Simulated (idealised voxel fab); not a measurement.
process module | voxel ribs on slabs
The cross-section on display is named cut; it measures 200 nm wide, and its cells are 5 nm squares.
Format of a cross-section: grid, square cells. Given as bands. Order: top down. Band: one or more rows of cells.
Read a band's entry like this: the first values are the height of its top and the height of its bottom in nm, and what follows is the sequence of materials from left to right, each with its width in nm. Note that "empty" is empty space, and that a single material marked "edge to edge" reaches across the band from edge to edge.
Heights from 0 (as-received wafer is one material below). Bottom band endless downward, as "0 down".
Width "30 to 40": first value at the band's top row of cells, second value at its bottom row, equal change from row to row.
"everything unchanged", as given for a step, is the statement that not any cell of the cross-section underwent a change during that step.
Under "Voids lacking openings" you'll find the enclosed gaps, the ones with no way out to the top, that are 8 cells or bigger; each reads width x height at distance, with distance counted from the left edge, everything in nm.
If you see something after the settings on a step's line, that's the simulator's own remark about that step.
The line of a step may include "overlay nm". On a step with a mask, this value is how far to the right of its planned place the mask lay. A negative value means the mask lay to the left.

Process steps foreseen in the plan:
1. RECEIVE, material Si
2. DIRECTIONAL_DEP, material SiO2, thk nm 20
3. DIRECTIONAL_DEP, material SiN, thk nm 25
4. PATTERN, tone cover, mask id RIB, material resist, width nm 20, thk nm 20, overlay nm 0
5. DIRECTIONAL_ETCH, etch materials SiN, depth nm 5
6. STRIP, etch materials resist
7. PATTERN, tone cover, mask id SLAB, material resist, width nm 80, thk nm 15, overlay nm 0
8. DIRECTIONAL_ETCH, etch materials SiN, depth nm 20
9. STRIP, etch materials resist
10. FILL_DEP, material SiO2, thk nm 30
11. CMP, height nm 65
12. DIRECTIONAL_DEP, material W, thk nm 10
13. MASKED_ETCH, tone cover, mask id HEATER, width nm 30, etch materials W, depth nm 10, overlay nm 0
14. CONFORMAL_DEP, material SiO2, thk nm 10

The first of two wafers, run as planned:

As received, after step 1:
    0 down = Si edge to edge
    Voids lacking openings: none

Wafer xsec, post step 2:
    20 to 0 = SiO2 edge to edge
    Lower than 0, everything is as it was.

Wafer xsec, post step 3:
    45 to 20 = SiN edge to edge
    Lower than 20, everything is as it was.

Wafer xsec, post step 4:
    65 to 45 = 90 nm empty, 20 nm resist, 90 nm empty
    Lower than 45, everything is as it was.

Wafer xsec, post step 5:
    65 to 45 = 90 nm empty, 20 nm resist, 90 nm empty
    45 to 40 = 90 nm empty, 20 nm SiN, 90 nm empty
    Lower than 40, everything is as it was.

Wafer xsec, post step 6:
    45 to 40 = 90 nm empty, 20 nm SiN, 90 nm empty
    Lower than 40, everything is as it was.

Wafer xsec, post step 7:
    60 to 45 = 60 nm empty, 80 nm resist, 60 nm empty
    45 to 40 = 60 nm empty, 30 nm resist, 20 nm SiN, 30 nm resist, 60 nm empty
    Lower than 40, everything is as it was.

Wafer xsec, post step 8:
    60 to 45 = 60 nm empty, 80 nm resist, 60 nm empty
    45 to 40 = 60 nm empty, 30 nm resist, 20 nm SiN, 30 nm resist, 60 nm empty
    40 to 20 = 60 nm empty, 80 nm SiN, 60 nm empty
    Lower than 20, everything is as it was.

Wafer xsec, post step 9:
    45 to 40 = 90 nm empty, 20 nm SiN, 90 nm empty
    Lower than 40, everything is as it was.

Wafer xsec, post step 10:
    75 to 45 = SiO2 edge to edge
    45 to 40 = 90 nm SiO2, 20 nm SiN, 90 nm SiO2
    40 to 20 = 60 nm SiO2, 80 nm SiN, 60 nm SiO2
    Lower than 20, everything is as it was.

Wafer xsec, post step 11:
    65 to 45 = SiO2 edge to edge
    Lower than 45, everything is as it was.

Wafer xsec, post step 12:
    75 to 65 = W edge to edge
    Lower than 65, everything is as it was.

Wafer xsec, post step 13:
    75 to 65 = 85 nm empty, 30 nm W, 85 nm empty
    Lower than 65, everything is as it was.

Wafer xsec, post step 14:
    85 to 75 = 75 nm empty, 50 nm SiO2, 75 nm empty
    75 to 65 = 85 nm SiO2, 30 nm W, 85 nm SiO2
    Lower than 65, everything is as it was.

Wafer two of two - same starting point, same process plan, one mistake in execution; matches wafer one up to and including step 6:

Cross-section, second wafer, at the end time the plan gives for step 7:
    60 to 45 = 65 nm empty, 75 nm resist, 60 nm empty
    45 to 40 = 65 nm empty, 25 nm resist, 20 nm SiN, 30 nm resist, 60 nm empty
    Lower than 40, everything is as it was.

Cross-section, second wafer, at the end time the plan gives for step 8:
    60 to 45 = 65 nm empty, 75 nm resist, 60 nm empty
    45 to 40 = 65 nm empty, 25 nm resist, 20 nm SiN, 30 nm resist, 60 nm empty
    40 to 20 = 65 nm empty, 75 nm SiN, 60 nm empty
    Lower than 20, everything is as it was.

Cross-section, second wafer, at the end time the plan gives for step 9:
    45 to 40 = 90 nm empty, 20 nm SiN, 90 nm empty
    Lower than 40, everything is as it was.

Cross-section, second wafer, at the end time the plan gives for step 10:
    75 to 45 = SiO2 edge to edge
    45 to 40 = 90 nm SiO2, 20 nm SiN, 90 nm SiO2
    40 to 20 = 65 nm SiO2, 75 nm SiN, 60 nm SiO2
    Lower than 20, everything is as it was.

Cross-section, second wafer, at the end time the plan gives for step 11:
    65 to 45 = SiO2 edge to edge
    Lower than 45, everything is as it was.

Cross-section, second wafer, at the end time the plan gives for step 12:
    75 to 65 = W edge to edge
    Lower than 65, everything is as it was.

Cross-section, second wafer, at the end time the plan gives for step 13:
    75 to 65 = 85 nm empty, 30 nm W, 85 nm empty
    Lower than 65, everything is as it was.

Cross-section, second wafer, at the end time the plan gives for step 14:
    85 to 75 = 75 nm empty, 50 nm SiO2, 75 nm empty
    75 to 65 = 85 nm SiO2, 30 nm W, 85 nm SiO2
    Lower than 65, everything is as it was.
Against the plan, the run slipped here: heads up, step 7 didn't go per plan, it actually ran as PATTERN, tone cover, mask id SLAB, material resist, width nm 75, thk nm 15, overlay nm 0
Final comparison by cell count, materials where the second wafer has more or fewer than the first: -4 SiN, +4 SiO2
